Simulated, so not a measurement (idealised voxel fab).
process module | voxel trench capacitor
cross-section cut | 240 nm wide | cells 5 nm
A cross-section is a grid of square cells, given in bands from the top down. A band is one or more rows of cells.
Each band's line starts with the height of the band's top and of its bottom, in nm. Then come its materials from left to right, each with its width in nm. One material with "throughout" fills the band from edge to edge. "air" is empty space.
Height 0 is the level under which the wafer as received is all one material. The lowest band goes on downwards, as in "0 down".
A width such as "30 to 40" changes by the same amount from each row of cells to the next, from the band's top row to its bottom row.
"no change" after a step means that no cell of the cross-section changed.
closed voids: empty space of 8 cells or more with no open way to the top, each as width x height at its distance from the left edge, in nm
after a step's settings: what the simulator itself notes on the step
overlay nm, on a step with a mask: how far to the right of its planned place the mask lay; to the left if negative
plan
1 op RECEIVE | material Si
2 op CONFORMAL_DEP | material SiN | thk nm 5
3 op DIRECTIONAL_DEP | material aC | thk nm 15
4 op PATTERN | tone open | mask id TRENCH | material resist | width nm 25 | pitch nm 50 | thk nm 30 | overlay nm 0
5 op DIRECTIONAL_ETCH | etch materials aC | depth nm 15
6 op STRIP | etch materials resist
7 op DIRECTIONAL_ETCH | etch materials SiN | depth nm 5
8 op DIRECTIONAL_ETCH | etch materials Si | depth nm 25
9 op STRIP | etch materials aC
10 op CONFORMAL_DEP | material SiO2 | thk nm 5
11 op FILL_DEP | material polySi | thk nm 10
12 op CMP | height nm 5
as received, after step 1
  0 down: Si throughout
  closed voids: none
first wafer at the end, as planned
  5 to 0: SiN 55 | SiO2 5 | polySi 15 | SiO2 5 | SiN 25 | SiO2 5 | polySi 15 | SiO2 5 | SiN 25 | SiO2 5 | polySi 15 | SiO2 5 | SiN 60
  0 to -20: Si 55 | SiO2 5 | polySi 15 | SiO2 5 | Si 25 | SiO2 5 | polySi 15 | SiO2 5 | Si 25 | SiO2 5 | polySi 15 | SiO2 5 | Si 60
  -20 to -25: Si 55 | SiO2 25 | Si 25 | SiO2 25 | Si 25 | SiO2 25 | Si 60
  -25 down: Si throughout
  closed voids: none
second wafer at the end: like start, like plan, one mistake
  10 to 5: SiO2 60 | polySi 15 | SiO2 35 | polySi 15 | SiO2 35 | polySi 15 | SiO2 65
  5 to 0: SiN 55 | SiO2 5 | polySi 15 | SiO2 5 | SiN 25 | SiO2 5 | polySi 15 | SiO2 5 | SiN 25 | SiO2 5 | polySi 15 | SiO2 5 | SiN 60
  0 to -20: Si 55 | SiO2 5 | polySi 15 | SiO2 5 | Si 25 | SiO2 5 | polySi 15 | SiO2 5 | Si 25 | SiO2 5 | polySi 15 | SiO2 5 | Si 60
  -20 to -25: Si 55 | SiO2 25 | Si 25 | SiO2 25 | Si 25 | SiO2 25 | Si 60
  -25 down: Si throughout
  closed voids: none
what went wrong: step 12 ran as: op CMP | height nm 10
at the end the second wafer has, in cells: 39 more of SiO2 | 9 more of polySi
